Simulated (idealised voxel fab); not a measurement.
A process module follows: voxel self aligned vias.
Square cells of 5 nm make up the cross-section cut, whose width is 295 nm.
When this document writes out a cross-section, it uses a grid of square cells and lists it as bands, beginning at the top and moving down, with a band standing for one or more rows of cells.
Top, bottom (nm), then materials left to right with widths (nm); lone material tagged "everywhere" fills the whole band edge to edge; "air" = empty space.
Where do heights start? At 0: under that level the wafer as delivered is made of one material only. And the lowest band has no floor; it just carries on downward, as in "z 0 and below".
It should be noted that a width expressed as "30..40" varies in equal increments from row to row of cells within the band, taking the value of the first number at the top row and that of the second number at the bottom row.
Given "everything unchanged" for a step, no cell of the cross-section differs between before and after that step.
The list in "Sealed internal voids" covers empty spaces of 8 cells or more that cannot reach the top through any open way, and it gives each as width x height at distance; the distance is from the left edge, and width, height and distance are in nm.
Anything after a step's settings on that line? It's the simulator's own note about the step.
"overlay nm" answers the question of how far to the right of plan the mask lay on a step that has a mask, and when it is negative the answer is to the left.

-- The planned process steps are enumerated hereunder
step 1: RECEIVE: material Si
step 2: CONFORMAL_DEP: material SiO2, thk nm 10
step 3: CONFORMAL_DEP: material SiCN, thk nm 5
step 4: DIRECTIONAL_DEP: material SiO2, thk nm 20
step 5: MASKED_ETCH: tone open, mask id LINES, width nm 25, pitch nm 55, etch materials SiO2, depth nm 20, overlay nm 0
step 6: CONFORMAL_DEP: material TiN, thk nm 5
step 7: FILL_DEP: material Ru, thk nm 5
step 8: CMP: height nm 35
step 9: SELECTIVE_ETCH: etch materials W Ru TiN, depth nm 5
step 10: FILL_DEP: material SiN, thk nm 10
step 11: CMP: height nm 35
step 12: DIRECTIONAL_DEP: material SiO2, thk nm 15
step 13: DIRECTIONAL_DEP: material aC, thk nm 15
step 14: PATTERN: tone open, mask id VIAS, material resist, width nm 35, pitch nm 55, thk nm 35, overlay nm 0
step 15: DIRECTIONAL_ETCH: etch materials aC, depth nm 15
step 16: STRIP: etch materials resist
step 17: DIRECTIONAL_ETCH: etch materials SiO2, depth nm 15
step 18: DIRECTIONAL_ETCH: etch materials SiN, depth nm 5
step 19: STRIP: etch materials aC
step 20: CONFORMAL_DEP: material TiN, thk nm 5
step 21: FILL_DEP: material Ru, thk nm 10
step 22: CMP: height nm 50
step 23: CONFORMAL_DEP: material SiN, thk nm 5

-- So this is the incoming wafer in cross-section - it's already been through step 1
* z 0 and below = Si everywhere
* Sealed internal voids: none

-- Cross-sectional image of the first of two wafers at the end of the module, the run having proceeded as planned
* z 55 to 50 = SiN everywhere
* z 50 to 40 = SiO2 (100) / TiN (5) / Ru (25) / TiN (5) / SiO2 (20) / TiN (5) / Ru (25) / TiN (5) / SiO2 (105)
* z 40 to 35 = SiO2 (100) / TiN (10) / Ru (15) / TiN (10) / SiO2 (20) / TiN (10) / Ru (15) / TiN (10) / SiO2 (105)
* z 35 to 30 = SiO2 (105) / TiN (25) / SiO2 (30) / TiN (25) / SiO2 (110)
* z 30 to 20 = SiO2 (105) / TiN (5) / Ru (15) / TiN (5) / SiO2 (30) / TiN (5) / Ru (15) / TiN (5) / SiO2 (110)
* z 20 to 15 = SiO2 (105) / TiN (25) / SiO2 (30) / TiN (25) / SiO2 (110)
* z 15 to 10 = SiCN everywhere
* z 10 to 0 = SiO2 everywhere
* z 0 and below = Si everywhere
* Sealed internal voids: none

-- Cross-section of the latter of the two wafers at module completion. It had an identical start and an identical plan to the former; in running it, one mistake was made
* z 55 to 50 = SiN everywhere
* z 50 to 35 = SiO2 (100) / TiN (5) / Ru (25) / TiN (5) / SiO2 (20) / TiN (5) / Ru (25) / TiN (5) / SiO2 (105)
* z 35 to 30 = SiN (100) / TiN (35) / SiN (20) / TiN (35) / SiN (105)
* z 30 to 15 = SiO2 (105) / TiN (5) / Ru (15) / TiN (5) / SiO2 (30) / TiN (5) / Ru (15) / TiN (5) / SiO2 (110)
* z 15 to 10 = SiO2 (105) / TiN (25) / SiO2 (30) / TiN (25) / SiO2 (110)
* z 10 to 0 = SiO2 everywhere
* z 0 and below = Si everywhere
* Sealed internal voids: none
Run error: it should be noted that step 3 of the plan was omitted and was not performed
Looking at both finished wafers in cells, the second ends up ahead of or behind the first on some materials: +10 Ru | -59 SiCN | +45 SiN | +4 TiN
